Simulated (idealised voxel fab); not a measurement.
process module | voxel spacer lines
cross-section cut | 175 nm wide | cells 5 nm
A cross-section is a grid of square cells, given in bands from the top down. A band is one or more rows of cells.
Each band's line starts with the height of the band's top and of its bottom, in nm. Then come its materials from left to right, each with its width in nm. One material with "throughout" fills the band from edge to edge. "air" is empty space.
Height 0 is the level under which the wafer as received is all one material. The lowest band goes on downwards, as in "0 down".
A width such as "30 to 40" changes by the same amount from each row of cells to the next, from the band's top row to its bottom row.
"no change" after a step means that no cell of the cross-section changed.
closed voids: empty space of 8 cells or more with no open way to the top, each as width x height at its distance from the left edge, in nm
after a step's settings: what the simulator itself notes on the step
overlay nm, on a step with a mask: how far to the right of its planned place the mask lay; to the left if negative
plan
1 op RECEIVE | material Si
2 op CONFORMAL_DEP | material Al2O3 | thk nm 5
3 op DIRECTIONAL_DEP | material W | thk nm 15
4 op DIRECTIONAL_DEP | material aC | thk nm 30
5 op PATTERN | tone cover | mask id MANDREL | material resist | width nm 20 | pitch nm 70 | thk nm 35 | overlay nm 0
6 op DIRECTIONAL_ETCH | etch materials aC | depth nm 30
7 op STRIP | etch materials resist
8 op CONFORMAL_DEP | material SiN | thk nm 15
9 op DIRECTIONAL_ETCH | etch materials SiN | depth nm 15
10 op STRIP | etch materials aC
11 op DIRECTIONAL_ETCH | etch materials W | depth nm 15
12 op STRIP | etch materials SiN
13 op FILL_DEP | material SiO2 | thk nm 5
14 op CMP | height nm 20
as received, after step 1
  0 down: Si throughout
  closed voids: none
a wafer at the end: this start, this plan, one mistake
  20 to 5: SiO2 30 | W 15 | SiO2 20 | W 15 | SiO2 20 | W 15 | SiO2 20 | W 15 | SiO2 25
  5 to 0: Al2O3 throughout
  0 down: Si throughout
  closed voids: none
what went wrong: step 5 ran as: op PATTERN | tone cover | mask id MANDREL | material resist | width nm 20 | pitch nm 70 | thk nm 35 | overlay nm 5
